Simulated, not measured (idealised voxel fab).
Proc. module: voxel ribs on slabs
Displayed cross-section: cut, width of 270 nm, square cells sized 5 nm.
This document writes a cross-section as a grid whose cells are square, and gives it as bands, listed from the top down; one or more rows of cells form a band.
Basically the band line says how high the top is and how high the bottom is, in nm, and then what's in it from left to right, every material with its width in nm. Empty space shows up as "empty", and if a single material carries "full width" it runs the full band edge to edge.
Below 0: as-received wafer, all one material; heights counted from there. Lowest band: no bottom, goes on down, written "z 0 and below".
A width such as "30 to 40" changes by the same amount from each row of cells to the next, from the band's top row to its bottom row.
Step marked "nothing altered"? Then no cell in the cross-section changed in it.
This entry, "Trapped void list", enumerates those empty regions of no fewer than 8 cells that possess no open connection to the top. Each region is reported in the form width x height at distance, the distance being taken from the left edge, with all three quantities expressed in nm.
The remark found on a step's line after its settings is issued by the simulator itself and pertains to that step.
"overlay nm", when on a step's line for a step with a mask, measures how far to the right of its planned place the mask lay; a negative measure means to the left.

Planned process steps:
1,RECEIVE | material Si
2,DIRECTIONAL_DEP | material SiO2 | thk nm 15
3,DIRECTIONAL_DEP | material polySi | thk nm 15
4,DIRECTIONAL_DEP | material aC | thk nm 15
5,PATTERN | tone cover | mask id RIB | material resist | width nm 20 | thk nm 30 | overlay nm 0
6,DIRECTIONAL_ETCH | etch materials aC | depth nm 15
7,STRIP | etch materials resist
8,DIRECTIONAL_ETCH | etch materials polySi | depth nm 10
9,STRIP | etch materials aC
10,MASKED_ETCH | tone cover | mask id SLAB | width nm 50 | etch materials polySi | depth nm 5 | overlay nm 0
11,FILL_DEP | material SiO2 | thk nm 25
12,CMP | height nm 55
13,DIRECTIONAL_DEP | material W | thk nm 5
14,DIRECTIONAL_DEP | material aC | thk nm 10
15,PATTERN | tone cover | mask id HEATER | material resist | width nm 30 | thk nm 25 | overlay nm 0
16,DIRECTIONAL_ETCH | etch materials aC | depth nm 10
17,STRIP | etch materials resist
18,DIRECTIONAL_ETCH | etch materials W | depth nm 5
19,STRIP | etch materials aC
20,CONFORMAL_DEP | material SiN | thk nm 10
The wafers are alike at the start. At step 2, their thk nm differs. The plan lists the first wafer's value.

Cross-section, first of several wafers, as delivered after step 1:
	z 0 and below | Si full width
	Trapped void list: none

Cross-section after step 20, the final step of the module, for the first of several wafers:
	z 70 to 65 | empty=110; SiN=50; empty=110
	z 65 to 60 | SiN full width
	z 60 to 55 | SiN=120; W=30; SiN=120
	z 55 to 30 | SiO2 full width
	z 30 to 20 | SiO2=125; polySi=20; SiO2=125
	z 20 to 15 | SiO2=110; polySi=50; SiO2=110
	z 15 to 0 | SiO2 full width
	z 0 and below | Si full width
	Trapped void list: none

Last wafer x-sec, end of module:
	z 70 to 65 | empty=110; SiN=50; empty=110
	z 65 to 60 | SiN full width
	z 60 to 55 | SiN=120; W=30; SiN=120
	z 55 to 45 | SiO2=125; polySi=20; SiO2=125
	z 45 to 40 | SiO2=110; polySi=50; SiO2=110
	z 40 to 0 | SiO2 full width
	z 0 and below | Si full width
	Trapped void list: none

Heads up, this table goes wafer by wafer. A row tells you, at the end of the module, how many cells of each material that wafer has put on (+) or dropped (-) since it was received, and then its closed voids:
thk nm 15, +112 SiN, +576 SiO2, +6 W, +18 polySi, Trapped void list: none
thk nm 20, +112 SiN, +576 SiO2, +6 W, +18 polySi, Trapped void list: none
thk nm 25, +112 SiN, +576 SiO2, +6 W, +18 polySi, Trapped void list: none
thk nm 30, +112 SiN, +576 SiO2, +6 W, +18 polySi, Trapped void list: none
thk nm 35, +112 SiN, +576 SiO2, +6 W, +18 polySi, Trapped void list: none
thk nm 40, +112 SiN, +576 SiO2, +6 W, +18 polySi, Trapped void list: none
